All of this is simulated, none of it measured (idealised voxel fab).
voxel transistor to metal: a process module
Xsec cut, 190 nm wide, square cell size 5 nm.
A cross-section in this document is a grid of square cells, and it is written down as bands, the top band listed before the ones below it; a band is made up of one or more rows of cells.
Look at the band entry: it leads with the top's height and the bottom's height in nm. Then it lists the materials left to right, with a width in nm for each. The word "edge to edge" on a single material says that material fills the band edge to edge. The word "blank" is empty space.
The reference from which all heights are counted is 0, the level beneath which the as-received wafer is entirely one material; the lowest band, having no lower bound, proceeds downward and is written after the example "top 0, no bottom".
Width: "30..40" (first number = top row, second number = bottom row, same change from row to row of cells).
The designation "stayed the same", where it is given for a processing step, indicates that no cell of the cross-section was altered in the course of that step.
Closed-off voids of 8+ cells (no open route to the top) go in "Listed closed voids", written width x height at distance from the left edge, in nm.
Post-settings text on a step line: simulator's own remark regarding the step.
overlay nm: right-of-plan distance of the mask on a masked step; negative values mean left-of-plan.

The steps planned for the process are as follows
1,op RECEIVE | material Si
2,op OXIDIZE | depth nm 5
3,op CONFORMAL_DEP | material SiN | thk nm 15
4,op PATTERN | tone cover | mask id ACTIVE | material resist | width nm 105 | thk nm 20 | overlay nm 0
5,op DIRECTIONAL_ETCH | etch materials SiN | depth nm 15
6,op DIRECTIONAL_ETCH | etch materials SiO2 | depth nm 5
7,op DIRECTIONAL_ETCH | etch materials Si | depth nm 30
8,op STRIP | etch materials resist
9,op FILL_DEP | material SiO2 | thk nm 10
10,op CMP | height nm 15
11,op SELECTIVE_ETCH | etch materials SiO2 | depth nm 5
12,op STRIP | etch materials SiN
13,op SELECTIVE_ETCH | etch materials SiO2 | depth nm 5
14,op OXIDIZE | depth nm 5
15,op DIRECTIONAL_DEP | material polySi | thk nm 30
16,op DIRECTIONAL_DEP | material SiCN | thk nm 15
17,op DIRECTIONAL_DEP | material aC | thk nm 10
18,op PATTERN | tone cover | mask id GATE | material resist | width nm 35 | thk nm 25 | overlay nm 0
19,op DIRECTIONAL_ETCH | etch materials aC | depth nm 10
20,op STRIP | etch materials resist
21,op DIRECTIONAL_ETCH | etch materials SiCN | depth nm 25
22,op DIRECTIONAL_ETCH | etch materials polySi | depth nm 40
23,op STRIP | etch materials aC
24,op CONFORMAL_DEP | material SiO2 | thk nm 5
25,op DIRECTIONAL_ETCH | etch materials SiO2 | depth nm 5
26,op CONFORMAL_DEP | material SiN | thk nm 10
27,op DIRECTIONAL_ETCH | etch materials SiN | depth nm 10
28,op DIRECTIONAL_ETCH | etch materials SiO2 | depth nm 5
29,op DIRECTIONAL_ETCH | etch materials Si | depth nm 10
30,op EPI | material pSi | thk nm 15
31,op FILL_DEP | material SiO2 | thk nm 10
32,op CMP | height nm 25
33,op STRIP | etch materials polySi
34,op SELECTIVE_ETCH | etch materials SiO2 | depth nm 5
35,op CONFORMAL_DEP | material HfO2 | thk nm 5
36,op CONFORMAL_DEP | material TiN | thk nm 5
37,op FILL_DEP | material W | thk nm 10
38,op CMP | height nm 20
39,op DIRECTIONAL_DEP | material SiO2 | thk nm 10
40,op MASKED_ETCH | tone open | mask id CONTACT | width nm 15 | pitch nm 80 | etch materials SiO2 | depth nm 25 | overlay nm 0
41,op CONFORMAL_DEP | material TiN | thk nm 5
42,op FILL_DEP | material Ru | thk nm 5
43,op CMP | height nm 30
44,op DIRECTIONAL_DEP | material TiN | thk nm 5
45,op DIRECTIONAL_DEP | material W | thk nm 15
46,op DIRECTIONAL_DEP | material aC | thk nm 10
47,op PATTERN | tone cover | mask id METAL_1 | material resist | width nm 15 | pitch nm 80 | thk nm 25 | overlay nm 0
48,op DIRECTIONAL_ETCH | etch materials aC | depth nm 10
49,op STRIP | etch materials resist
50,op DIRECTIONAL_ETCH | etch materials W | depth nm 15
51,op DIRECTIONAL_ETCH | etch materials TiN | depth nm 5
52,op STRIP | etch materials aC
53,op FILL_DEP | material lowk | thk nm 5
54,op CMP | height nm 50
55,op CONFORMAL_DEP | material SiCN | thk nm 5

First wafer of two (run as planned)

Cross-sectional view of the wafer in its as-received condition, corresponding to the state after step 1
    top 0, no bottom  Si edge to edge
    Listed closed voids: none

State of the wafer after step 2, shown in cross-section
    top 0, bottom -5  SiO2 edge to edge
    Anything lower than -5 is untouched.

State of the wafer after step 3, shown in cross-section
    top 15, bottom 0  SiN edge to edge
    Anything lower than 0 is untouched.

State of the wafer after step 4, shown in cross-section
    top 35, bottom 15  blank 40 nm / resist 105 nm / blank 45 nm
    Anything lower than 15 is untouched.

State of the wafer after step 5, shown in cross-section
    top 35, bottom 15  blank 40 nm / resist 105 nm / blank 45 nm
    top 15, bottom 0  blank 40 nm / SiN 105 nm / blank 45 nm
    Anything lower than 0 is untouched.

State of the wafer after step 6, shown in cross-section
    top 35, bottom 15  blank 40 nm / resist 105 nm / blank 45 nm
    top 15, bottom 0  blank 40 nm / SiN 105 nm / blank 45 nm
    top 0, bottom -5  blank 40 nm / SiO2 105 nm / blank 45 nm
    Anything lower than -5 is untouched.

State of the wafer after step 7, shown in cross-section
    top 35, bottom 15  blank 40 nm / resist 105 nm / blank 45 nm
    top 15, bottom 0  blank 40 nm / SiN 105 nm / blank 45 nm
    top 0, bottom -5  blank 40 nm / SiO2 105 nm / blank 45 nm
    top -5, bottom -35  blank 40 nm / Si 105 nm / blank 45 nm
    Anything lower than -35 is untouched.

State of the wafer after step 8, shown in cross-section
    top 15, bottom 0  blank 40 nm / SiN 105 nm / blank 45 nm
    Anything lower than 0 is untouched.

State of the wafer after step 9, shown in cross-section
    top 25, bottom 15  SiO2 edge to edge
    top 15, bottom 0  SiO2 40 nm / SiN 105 nm / SiO2 45 nm
    top 0, bottom -5  SiO2 edge to edge
    top -5, bottom -35  SiO2 40 nm / Si 105 nm / SiO2 45 nm
    Anything lower than -35 is untouched.

State of the wafer after step 10, shown in cross-section
    top 15, bottom 0  SiO2 40 nm / SiN 105 nm / SiO2 45 nm
    Anything lower than 0 is untouched.

State of the wafer after step 11, shown in cross-section
    top 15, bottom 10  blank 40 nm / SiN 105 nm / blank 45 nm
    Anything lower than 10 is untouched.

State of the wafer after step 12, shown in cross-section
    top 10, bottom 0  SiO2 40 nm / blank 105 nm / SiO2 45 nm
    Anything lower than 0 is untouched.

State of the wafer after step 13, shown in cross-section
    top 5, bottom -5  SiO2 35 nm / blank 115 nm / SiO2 40 nm
    Anything lower than -5 is untouched.

State of the wafer after step 14, shown in cross-section
    top 5, bottom -5  SiO2 35 nm / blank 115 nm / SiO2 40 nm
    top -5, bottom -10  SiO2 edge to edge
    Anything lower than -10 is untouched.

State of the wafer after step 15, shown in cross-section
    top 35, bottom 25  polySi 35 nm / blank 115 nm / polySi 40 nm
    top 25, bottom 5  polySi edge to edge
    top 5, bottom -5  SiO2 35 nm / polySi 115 nm / SiO2 40 nm
    Anything lower than -5 is untouched.

State of the wafer after step 16, shown in cross-section
    top 50, bottom 40  SiCN 35 nm / blank 115 nm / SiCN 40 nm
    top 40, bottom 35  SiCN edge to edge
    top 35, bottom 25  polySi 35 nm / SiCN 115 nm / polySi 40 nm
    Anything lower than 25 is untouched.

State of the wafer after step 17, shown in cross-section
    top 60, bottom 50  aC 35 nm / blank 115 nm / aC 40 nm
    top 50, bottom 40  SiCN 35 nm / aC 115 nm / SiCN 40 nm
    Anything lower than 40 is untouched.

State of the wafer after step 18, shown in cross-section
    top 85, bottom 60  blank 75 nm / resist 35 nm / blank 80 nm
    top 60, bottom 50  aC 35 nm / blank 40 nm / resist 35 nm / blank 40 nm / aC 40 nm
    Anything lower than 50 is untouched.

State of the wafer after step 19, shown in cross-section
    top 75, bottom 50  blank 75 nm / resist 35 nm / blank 80 nm
    top 50, bottom 40  SiCN 35 nm / blank 40 nm / aC 35 nm / blank 40 nm / SiCN 40 nm
    Anything lower than 40 is untouched.

State of the wafer after step 20, shown in cross-section
    top 50, bottom 40  SiCN 35 nm / blank 40 nm / aC 35 nm / blank 40 nm / SiCN 40 nm
    Anything lower than 40 is untouched.

State of the wafer after step 21, shown in cross-section
    top 50, bottom 40  blank 75 nm / aC 35 nm / blank 80 nm
    top 40, bottom 35  blank 75 nm / SiCN 35 nm / blank 80 nm
    top 35, bottom 25  polySi 35 nm / blank 40 nm / SiCN 35 nm / blank 40 nm / polySi 40 nm
    Anything lower than 25 is untouched.

State of the wafer after step 22, shown in cross-section
    top 50, bottom 40  blank 75 nm / aC 35 nm / blank 80 nm
    top 40, bottom 25  blank 75 nm / SiCN 35 nm / blank 80 nm
    top 25, bottom 5  blank 75 nm / polySi 35 nm / blank 80 nm
    top 5, bottom -5  SiO2 35 nm / blank 40 nm / polySi 35 nm / blank 40 nm / SiO2 40 nm
    Anything lower than -5 is untouched.

State of the wafer after step 23, shown in cross-section
    top 40, bottom 25  blank 75 nm / SiCN 35 nm / blank 80 nm
    Anything lower than 25 is untouched.

State of the wafer after step 24, shown in cross-section
    top 45, bottom 40  blank 70 nm / SiO2 45 nm / blank 75 nm
    top 40, bottom 25  blank 70 nm / SiO2 5 nm / SiCN 35 nm / SiO2 5 nm / blank 75 nm
    top 25, bottom 10  blank 70 nm / SiO2 5 nm / polySi 35 nm / SiO2 5 nm / blank 75 nm
    top 10, bottom 0  SiO2 40 nm / blank 30 nm / SiO2 5 nm / polySi 35 nm / SiO2 5 nm / blank 30 nm / SiO2 45 nm
    top 0, bottom -5  SiO2 75 nm / polySi 35 nm / SiO2 80 nm
    Anything lower than -5 is untouched.

State of the wafer after step 25, shown in cross-section
    top 40, bottom 25  blank 70 nm / SiO2 5 nm / SiCN 35 nm / SiO2 5 nm / blank 75 nm
    top 25, bottom 5  blank 70 nm / SiO2 5 nm / polySi 35 nm / SiO2 5 nm / blank 75 nm
    top 5, bottom -5  SiO2 40 nm / blank 30 nm / SiO2 5 nm / polySi 35 nm / SiO2 5 nm / blank 30 nm / SiO2 45 nm
    Anything lower than -5 is untouched.

State of the wafer after step 26, shown in cross-section
    top 50, bottom 40  blank 60 nm / SiN 65 nm / blank 65 nm
    top 40, bottom 25  blank 60 nm / SiN 10 nm / SiO2 5 nm / SiCN 35 nm / SiO2 5 nm / SiN 10 nm / blank 65 nm
    top 25, bottom 15  blank 60 nm / SiN 10 nm / SiO2 5 nm / polySi 35 nm / SiO2 5 nm / SiN 10 nm / blank 65 nm
    top 15, bottom 5  SiN 50 nm / blank 10 nm / SiN 10 nm / SiO2 5 nm / polySi 35 nm / SiO2 5 nm / SiN 10 nm / blank 10 nm / SiN 55 nm
    top 5, bottom -5  SiO2 40 nm / SiN 30 nm / SiO2 5 nm / polySi 35 nm / SiO2 5 nm / SiN 30 nm / SiO2 45 nm
    Anything lower than -5 is untouched.

State of the wafer after step 27, shown in cross-section
    top 40, bottom 25  blank 60 nm / SiN 10 nm / SiO2 5 nm / SiCN 35 nm / SiO2 5 nm / SiN 10 nm / blank 65 nm
    top 25, bottom 5  blank 60 nm / SiN 10 nm / SiO2 5 nm / polySi 35 nm / SiO2 5 nm / SiN 10 nm / blank 65 nm
    top 5, bottom -5  SiO2 40 nm / SiN 10 nm / blank 10 nm / SiN 10 nm / SiO2 5 nm / polySi 35 nm / SiO2 5 nm / SiN 10 nm / blank 10 nm / SiN 10 nm / SiO2 45 nm
    Anything lower than -5 is untouched.

State of the wafer after step 28, shown in cross-section
    top 40, bottom 35  blank 60 nm / SiN 10 nm / blank 5 nm / SiCN 35 nm / blank 5 nm / SiN 10 nm / blank 65 nm
    top 35, bottom 25  blank 60 nm / SiN 10 nm / SiO2 5 nm / SiCN 35 nm / SiO2 5 nm / SiN 10 nm / blank 65 nm
    top 25, bottom 5  blank 60 nm / SiN 10 nm / SiO2 5 nm / polySi 35 nm / SiO2 5 nm / SiN 10 nm / blank 65 nm
    top 5, bottom 0  blank 40 nm / SiN 10 nm / blank 10 nm / SiN 10 nm / SiO2 5 nm / polySi 35 nm / SiO2 5 nm / SiN 10 nm / blank 10 nm / SiN 10 nm / blank 45 nm
    top 0, bottom -5  SiO2 40 nm / SiN 10 nm / blank 10 nm / SiN 10 nm / SiO2 5 nm / polySi 35 nm / SiO2 5 nm / SiN 10 nm / blank 10 nm / SiN 10 nm / SiO2 45 nm
    top -5, bottom -10  SiO2 50 nm / blank 10 nm / SiO2 65 nm / blank 10 nm / SiO2 55 nm
    Anything lower than -10 is untouched.

State of the wafer after step 29, shown in cross-section
    top 40, bottom 35  blank 60 nm / SiN 10 nm / blank 5 nm / SiCN 35 nm / blank 5 nm / SiN 10 nm / blank 65 nm
    top 35, bottom 25  blank 60 nm / SiN 10 nm / SiO2 5 nm / SiCN 35 nm / SiO2 5 nm / SiN 10 nm / blank 65 nm
    top 25, bottom 5  blank 60 nm / SiN 10 nm / SiO2 5 nm / polySi 35 nm / SiO2 5 nm / SiN 10 nm / blank 65 nm
    top 5, bottom 0  blank 40 nm / SiN 10 nm / blank 10 nm / SiN 10 nm / SiO2 5 nm / polySi 35 nm / SiO2 5 nm / SiN 10 nm / blank 10 nm / SiN 10 nm / blank 45 nm
    top 0, bottom -5  SiO2 40 nm / SiN 10 nm / blank 10 nm / SiN 10 nm / SiO2 5 nm / polySi 35 nm / SiO2 5 nm / SiN 10 nm / blank 10 nm / SiN 10 nm / SiO2 45 nm
    top -5, bottom -10  SiO2 50 nm / blank 10 nm / SiO2 65 nm / blank 10 nm / SiO2 55 nm
    top -10, bottom -20  SiO2 40 nm / Si 10 nm / blank 10 nm / Si 65 nm / blank 10 nm / Si 10 nm / SiO2 45 nm
    Anything lower than -20 is untouched.

State of the wafer after step 30, shown in cross-section
    top 40, bottom 35  blank 60 nm / SiN 10 nm / blank 5 nm / SiCN 35 nm / blank 5 nm / SiN 10 nm / blank 65 nm
    top 35, bottom 25  blank 60 nm / SiN 10 nm / SiO2 5 nm / SiCN 35 nm / SiO2 5 nm / SiN 10 nm / blank 65 nm
    top 25, bottom 5  blank 60 nm / SiN 10 nm / SiO2 5 nm / polySi 35 nm / SiO2 5 nm / SiN 10 nm / blank 65 nm
    top 5, bottom 0  blank 40 nm / SiN 10 nm / pSi 10 nm / SiN 10 nm / SiO2 5 nm / polySi 35 nm / SiO2 5 nm / SiN 10 nm / pSi 10 nm / SiN 10 nm / blank 45 nm
    top 0, bottom -5  SiO2 40 nm / SiN 10 nm / pSi 10 nm / SiN 10 nm / SiO2 5 nm / polySi 35 nm / SiO2 5 nm / SiN 10 nm / pSi 10 nm / SiN 10 nm / SiO2 45 nm
    top -5, bottom -10  SiO2 50 nm / pSi 10 nm / SiO2 65 nm / pSi 10 nm / SiO2 55 nm
    top -10, bottom -20  SiO2 40 nm / Si 10 nm / pSi 10 nm / Si 65 nm / pSi 10 nm / Si 10 nm / SiO2 45 nm
    Anything lower than -20 is untouched.

State of the wafer after step 31, shown in cross-section
    top 50, bottom 40  SiO2 edge to edge
    top 40, bottom 25  SiO2 60 nm / SiN 10 nm / SiO2 5 nm / SiCN 35 nm / SiO2 5 nm / SiN 10 nm / SiO2 65 nm
    top 25, bottom 5  SiO2 60 nm / SiN 10 nm / SiO2 5 nm / polySi 35 nm / SiO2 5 nm / SiN 10 nm / SiO2 65 nm
    top 5, bottom -5  SiO2 40 nm / SiN 10 nm / pSi 10 nm / SiN 10 nm / SiO2 5 nm / polySi 35 nm / SiO2 5 nm / SiN 10 nm / pSi 10 nm / SiN 10 nm / SiO2 45 nm
    Anything lower than -5 is untouched.

State of the wafer after step 32, shown in cross-section
    top 25, bottom 5  SiO2 60 nm / SiN 10 nm / SiO2 5 nm / polySi 35 nm / SiO2 5 nm / SiN 10 nm / SiO2 65 nm
    Anything lower than 5 is untouched.

State of the wafer after step 33, shown in cross-section
    top 25, bottom 5  SiO2 60 nm / SiN 10 nm / SiO2 5 nm / blank 35 nm / SiO2 5 nm / SiN 10 nm / SiO2 65 nm
    top 5, bottom -5  SiO2 40 nm / SiN 10 nm / pSi 10 nm / SiN 10 nm / SiO2 5 nm / blank 35 nm / SiO2 5 nm / SiN 10 nm / pSi 10 nm / SiN 10 nm / SiO2 45 nm
    Anything lower than -5 is untouched.

State of the wafer after step 34, shown in cross-section
    top 25, bottom 20  blank 60 nm / SiN 10 nm / blank 45 nm / SiN 10 nm / blank 65 nm
    top 20, bottom 5  SiO2 60 nm / SiN 10 nm / blank 45 nm / SiN 10 nm / SiO2 65 nm
    top 5, bottom -5  SiO2 40 nm / SiN 10 nm / pSi 10 nm / SiN 10 nm / blank 45 nm / SiN 10 nm / pSi 10 nm / SiN 10 nm / SiO2 45 nm
    top -5, bottom -10  SiO2 50 nm / pSi 10 nm / SiO2 10 nm / blank 45 nm / SiO2 10 nm / pSi 10 nm / SiO2 55 nm
    Anything lower than -10 is untouched.

State of the wafer after step 35, shown in cross-section
    top 30, bottom 25  blank 55 nm / HfO2 20 nm / blank 35 nm / HfO2 20 nm / blank 60 nm
    top 25, bottom 20  HfO2 60 nm / SiN 10 nm / HfO2 5 nm / blank 35 nm / HfO2 5 nm / SiN 10 nm / HfO2 65 nm
    top 20, bottom 5  SiO2 60 nm / SiN 10 nm / HfO2 5 nm / blank 35 nm / HfO2 5 nm / SiN 10 nm / SiO2 65 nm
    top 5, bottom -5  SiO2 40 nm / SiN 10 nm / pSi 10 nm / SiN 10 nm / HfO2 5 nm / blank 35 nm / HfO2 5 nm / SiN 10 nm / pSi 10 nm / SiN 10 nm / SiO2 45 nm
    top -5, bottom -10  SiO2 50 nm / pSi 10 nm / SiO2 10 nm / HfO2 45 nm / SiO2 10 nm / pSi 10 nm / SiO2 55 nm
    Anything lower than -10 is untouched.

State of the wafer after step 36, shown in cross-section
    top 35, bottom 30  blank 50 nm / TiN 30 nm / blank 25 nm / TiN 30 nm / blank 55 nm
    top 30, bottom 25  TiN 55 nm / HfO2 20 nm / TiN 5 nm / blank 25 nm / TiN 5 nm / HfO2 20 nm / TiN 60 nm
    top 25, bottom 20  HfO2 60 nm / SiN 10 nm / HfO2 5 nm / TiN 5 nm / blank 25 nm / TiN 5 nm / HfO2 5 nm / SiN 10 nm / HfO2 65 nm
    top 20, bottom 5  SiO2 60 nm / SiN 10 nm / HfO2 5 nm / TiN 5 nm / blank 25 nm / TiN 5 nm / HfO2 5 nm / SiN 10 nm / SiO2 65 nm
    top 5, bottom 0  SiO2 40 nm / SiN 10 nm / pSi 10 nm / SiN 10 nm / HfO2 5 nm / TiN 5 nm / blank 25 nm / TiN 5 nm / HfO2 5 nm / SiN 10 nm / pSi 10 nm / SiN 10 nm / SiO2 45 nm
    top 0, bottom -5  SiO2 40 nm / SiN 10 nm / pSi 10 nm / SiN 10 nm / HfO2 5 nm / TiN 35 nm / HfO2 5 nm / SiN 10 nm / pSi 10 nm / SiN 10 nm / SiO2 45 nm
    Anything lower than -5 is untouched.

State of the wafer after step 37, shown in cross-section
    top 45, bottom 35  W edge to edge
    top 35, bottom 30  W 50 nm / TiN 30 nm / W 25 nm / TiN 30 nm / W 55 nm
    top 30, bottom 25  TiN 55 nm / HfO2 20 nm / TiN 5 nm / W 25 nm / TiN 5 nm / HfO2 20 nm / TiN 60 nm
    top 25, bottom 20  HfO2 60 nm / SiN 10 nm / HfO2 5 nm / TiN 5 nm / W 25 nm / TiN 5 nm / HfO2 5 nm / SiN 10 nm / HfO2 65 nm
    top 20, bottom 5  SiO2 60 nm / SiN 10 nm / HfO2 5 nm / TiN 5 nm / W 25 nm / TiN 5 nm / HfO2 5 nm / SiN 10 nm / SiO2 65 nm
    top 5, bottom 0  SiO2 40 nm / SiN 10 nm / pSi 10 nm / SiN 10 nm / HfO2 5 nm / TiN 5 nm / W 25 nm / TiN 5 nm / HfO2 5 nm / SiN 10 nm / pSi 10 nm / SiN 10 nm / SiO2 45 nm
    Anything lower than 0 is untouched.

State of the wafer after step 38, shown in cross-section
    top 20, bottom 5  SiO2 60 nm / SiN 10 nm / HfO2 5 nm / TiN 5 nm / W 25 nm / TiN 5 nm / HfO2 5 nm / SiN 10 nm / SiO2 65 nm
    Anything lower than 5 is untouched.

State of the wafer after step 39, shown in cross-section
    top 30, bottom 20  SiO2 edge to edge
    Anything lower than 20 is untouched.

State of the wafer after step 40, shown in cross-section
    top 30, bottom 20  SiO2 45 nm / blank 15 nm / SiO2 65 nm / blank 15 nm / SiO2 50 nm
    top 20, bottom 5  SiO2 45 nm / blank 15 nm / SiN 10 nm / HfO2 5 nm / TiN 5 nm / W 25 nm / TiN 5 nm / HfO2 5 nm / SiN 10 nm / blank 15 nm / SiO2 50 nm
    Anything lower than 5 is untouched.

State of the wafer after step 41, shown in cross-section
    top 35, bottom 30  TiN 50 nm / blank 5 nm / TiN 75 nm / blank 5 nm / TiN 55 nm
    top 30, bottom 20  SiO2 45 nm / TiN 5 nm / blank 5 nm / TiN 5 nm / SiO2 65 nm / TiN 5 nm / blank 5 nm / TiN 5 nm / SiO2 50 nm
    top 20, bottom 10  SiO2 45 nm / TiN 5 nm / blank 5 nm / TiN 5 nm / SiN 10 nm / HfO2 5 nm / TiN 5 nm / W 25 nm / TiN 5 nm / HfO2 5 nm / SiN 10 nm / TiN 5 nm / blank 5 nm / TiN 5 nm / SiO2 50 nm
    top 10, bottom 5  SiO2 45 nm / TiN 15 nm / SiN 10 nm / HfO2 5 nm / TiN 5 nm / W 25 nm / TiN 5 nm / HfO2 5 nm / SiN 10 nm / TiN 15 nm / SiO2 50 nm
    Anything lower than 5 is untouched.

State of the wafer after step 42, shown in cross-section
    top 40, bottom 35  Ru edge to edge
    top 35, bottom 30  TiN 50 nm / Ru 5 nm / TiN 75 nm / Ru 5 nm / TiN 55 nm
    top 30, bottom 20  SiO2 45 nm / TiN 5 nm / Ru 5 nm / TiN 5 nm / SiO2 65 nm / TiN 5 nm / Ru 5 nm / TiN 5 nm / SiO2 50 nm
    top 20, bottom 10  SiO2 45 nm / TiN 5 nm / Ru 5 nm / TiN 5 nm / SiN 10 nm / HfO2 5 nm / TiN 5 nm / W 25 nm / TiN 5 nm / HfO2 5 nm / SiN 10 nm / TiN 5 nm / Ru 5 nm / TiN 5 nm / SiO2 50 nm
    Anything lower than 10 is untouched.

State of the wafer after step 43, shown in cross-section
    top 30, bottom 20  SiO2 45 nm / TiN 5 nm / Ru 5 nm / TiN 5 nm / SiO2 65 nm / TiN 5 nm / Ru 5 nm / TiN 5 nm / SiO2 50 nm
    Anything lower than 20 is untouched.

State of the wafer after step 44, shown in cross-section
    top 35, bottom 30  TiN edge to edge
    Anything lower than 30 is untouched.

State of the wafer after step 45, shown in cross-section
    top 50, bottom 35  W edge to edge
    Anything lower than 35 is untouched.

State of the wafer after step 46, shown in cross-section
    top 60, bottom 50  aC edge to edge
    Anything lower than 50 is untouched.

State of the wafer after step 47, shown in cross-section
    top 85, bottom 60  blank 45 nm / resist 15 nm / blank 65 nm / resist 15 nm / blank 50 nm
    Anything lower than 60 is untouched.

State of the wafer after step 48, shown in cross-section
    top 75, bottom 60  blank 45 nm / resist 15 nm / blank 65 nm / resist 15 nm / blank 50 nm
    top 60, bottom 50  blank 45 nm / aC 15 nm / blank 65 nm / aC 15 nm / blank 50 nm
    Anything lower than 50 is untouched.

State of the wafer after step 49, shown in cross-section
    top 60, bottom 50  blank 45 nm / aC 15 nm / blank 65 nm / aC 15 nm / blank 50 nm
    Anything lower than 50 is untouched.

State of the wafer after step 50, shown in cross-section
    top 60, bottom 50  blank 45 nm / aC 15 nm / blank 65 nm / aC 15 nm / blank 50 nm
    top 50, bottom 35  blank 45 nm / W 15 nm / blank 65 nm / W 15 nm / blank 50 nm
    Anything lower than 35 is untouched.

State of the wafer after step 51, shown in cross-section
    top 60, bottom 50  blank 45 nm / aC 15 nm / blank 65 nm / aC 15 nm / blank 50 nm
    top 50, bottom 35  blank 45 nm / W 15 nm / blank 65 nm / W 15 nm / blank 50 nm
    top 35, bottom 30  blank 45 nm / TiN 15 nm / blank 65 nm / TiN 15 nm / blank 50 nm
    Anything lower than 30 is untouched.

State of the wafer after step 52, shown in cross-section
    top 50, bottom 35  blank 45 nm / W 15 nm / blank 65 nm / W 15 nm / blank 50 nm
    Anything lower than 35 is untouched.

State of the wafer after step 53, shown in cross-section
    top 55, bottom 50  lowk edge to edge
    top 50, bottom 35  lowk 45 nm / W 15 nm / lowk 65 nm / W 15 nm / lowk 50 nm
    top 35, bottom 30  lowk 45 nm / TiN 15 nm / lowk 65 nm / TiN 15 nm / lowk 50 nm
    Anything lower than 30 is untouched.

State of the wafer after step 54, shown in cross-section
    top 50, bottom 35  lowk 45 nm / W 15 nm / lowk 65 nm / W 15 nm / lowk 50 nm
    Anything lower than 35 is untouched.

State of the wafer after step 55, shown in cross-section
    top 55, bottom 50  SiCN edge to edge
    Anything lower than 50 is untouched.

Second wafer. Start and plan as for the first. One mistake made in running. Agrees with the first up to and including step 39

Cross-section of the second wafer when, according to plan, step 40 should have finished
    top 30, bottom 20  SiO2 40 nm / blank 15 nm / SiO2 65 nm / blank 15 nm / SiO2 55 nm
    top 20, bottom 5  SiO2 40 nm / blank 15 nm / SiO2 5 nm / SiN 10 nm / HfO2 5 nm / TiN 5 nm / W 25 nm / TiN 5 nm / HfO2 5 nm / SiN 10 nm / blank 10 nm / SiO2 55 nm
    Anything lower than 5 is untouched.

Cross-section of the second wafer when, according to plan, step 41 should have finished
    top 35, bottom 30  TiN 45 nm / blank 5 nm / TiN 75 nm / blank 5 nm / TiN 60 nm
    top 30, bottom 25  SiO2 40 nm / TiN 5 nm / blank 5 nm / TiN 5 nm / SiO2 65 nm / TiN 5 nm / blank 5 nm / TiN 5 nm / SiO2 55 nm
    top 25, bottom 20  SiO2 40 nm / TiN 5 nm / blank 5 nm / TiN 5 nm / SiO2 65 nm / TiN 15 nm / SiO2 55 nm
    top 20, bottom 10  SiO2 40 nm / TiN 5 nm / blank 5 nm / TiN 5 nm / SiO2 5 nm / SiN 10 nm / HfO2 5 nm / TiN 5 nm / W 25 nm / TiN 5 nm / HfO2 5 nm / SiN 10 nm / TiN 10 nm / SiO2 55 nm
    top 10, bottom 5  SiO2 40 nm / TiN 15 nm / SiO2 5 nm / SiN 10 nm / HfO2 5 nm / TiN 5 nm / W 25 nm / TiN 5 nm / HfO2 5 nm / SiN 10 nm / TiN 10 nm / SiO2 55 nm
    Anything lower than 5 is untouched.

Cross-section of the second wafer when, according to plan, step 42 should have finished
    top 40, bottom 35  Ru edge to edge
    top 35, bottom 30  TiN 45 nm / Ru 5 nm / TiN 75 nm / Ru 5 nm / TiN 60 nm
    top 30, bottom 25  SiO2 40 nm / TiN 5 nm / Ru 5 nm / TiN 5 nm / SiO2 65 nm / TiN 5 nm / Ru 5 nm / TiN 5 nm / SiO2 55 nm
    top 25, bottom 20  SiO2 40 nm / TiN 5 nm / Ru 5 nm / TiN 5 nm / SiO2 65 nm / TiN 15 nm / SiO2 55 nm
    top 20, bottom 10  SiO2 40 nm / TiN 5 nm / Ru 5 nm / TiN 5 nm / SiO2 5 nm / SiN 10 nm / HfO2 5 nm / TiN 5 nm / W 25 nm / TiN 5 nm / HfO2 5 nm / SiN 10 nm / TiN 10 nm / SiO2 55 nm
    Anything lower than 10 is untouched.

Cross-section of the second wafer when, according to plan, step 43 should have finished
    top 30, bottom 25  SiO2 40 nm / TiN 5 nm / Ru 5 nm / TiN 5 nm / SiO2 65 nm / TiN 5 nm / Ru 5 nm / TiN 5 nm / SiO2 55 nm
    Anything lower than 25 is untouched.

Cross-section of the second wafer when, according to plan, step 44 should have finished
    top 35, bottom 30  TiN edge to edge
    Anything lower than 30 is untouched.

Cross-section of the second wafer when, according to plan, step 45 should have finished
    top 50, bottom 35  W edge to edge
    Anything lower than 35 is untouched.

Cross-section of the second wafer when, according to plan, step 46 should have finished
    top 60, bottom 50  aC edge to edge
    Anything lower than 50 is untouched.

Cross-section of the second wafer when, according to plan, step 47 should have finished
    top 85, bottom 60  blank 45 nm / resist 15 nm / blank 65 nm / resist 15 nm / blank 50 nm
    Anything lower than 60 is untouched.

Cross-section of the second wafer when, according to plan, step 48 should have finished
    top 75, bottom 60  blank 45 nm / resist 15 nm / blank 65 nm / resist 15 nm / blank 50 nm
    top 60, bottom 50  blank 45 nm / aC 15 nm / blank 65 nm / aC 15 nm / blank 50 nm
    Anything lower than 50 is untouched.

Cross-section of the second wafer when, according to plan, step 49 should have finished
    top 60, bottom 50  blank 45 nm / aC 15 nm / blank 65 nm / aC 15 nm / blank 50 nm
    Anything lower than 50 is untouched.

Cross-section of the second wafer when, according to plan, step 50 should have finished
    top 60, bottom 50  blank 45 nm / aC 15 nm / blank 65 nm / aC 15 nm / blank 50 nm
    top 50, bottom 35  blank 45 nm / W 15 nm / blank 65 nm / W 15 nm / blank 50 nm
    Anything lower than 35 is untouched.

Cross-section of the second wafer when, according to plan, step 51 should have finished
    top 60, bottom 50  blank 45 nm / aC 15 nm / blank 65 nm / aC 15 nm / blank 50 nm
    top 50, bottom 35  blank 45 nm / W 15 nm / blank 65 nm / W 15 nm / blank 50 nm
    top 35, bottom 30  blank 45 nm / TiN 15 nm / blank 65 nm / TiN 15 nm / blank 50 nm
    Anything lower than 30 is untouched.

Cross-section of the second wafer when, according to plan, step 52 should have finished
    top 50, bottom 35  blank 45 nm / W 15 nm / blank 65 nm / W 15 nm / blank 50 nm
    Anything lower than 35 is untouched.

Cross-section of the second wafer when, according to plan, step 53 should have finished
    top 55, bottom 50  lowk edge to edge
    top 50, bottom 35  lowk 45 nm / W 15 nm / lowk 65 nm / W 15 nm / lowk 50 nm
    top 35, bottom 30  lowk 45 nm / TiN 15 nm / lowk 65 nm / TiN 15 nm / lowk 50 nm
    Anything lower than 30 is untouched.

Cross-section of the second wafer when, according to plan, step 54 should have finished
    top 50, bottom 35  lowk 45 nm / W 15 nm / lowk 65 nm / W 15 nm / lowk 50 nm
    Anything lower than 35 is untouched.

Cross-section of the second wafer when, according to plan, step 55 should have finished
    top 55, bottom 50  SiCN edge to edge
    Anything lower than 50 is untouched.
In executing the process, a mistake was made relative to the plan: step 40 changed vs plan, executed as op MASKED_ETCH | tone open | mask id CONTACT | width nm 15 | pitch nm 80 | etch materials SiO2 | depth nm 25 | overlay nm -5
Wrapping up, a cell-based count of both wafers puts the second over or under the first for these materials: 3 fewer of Ru, 3 more of SiO2
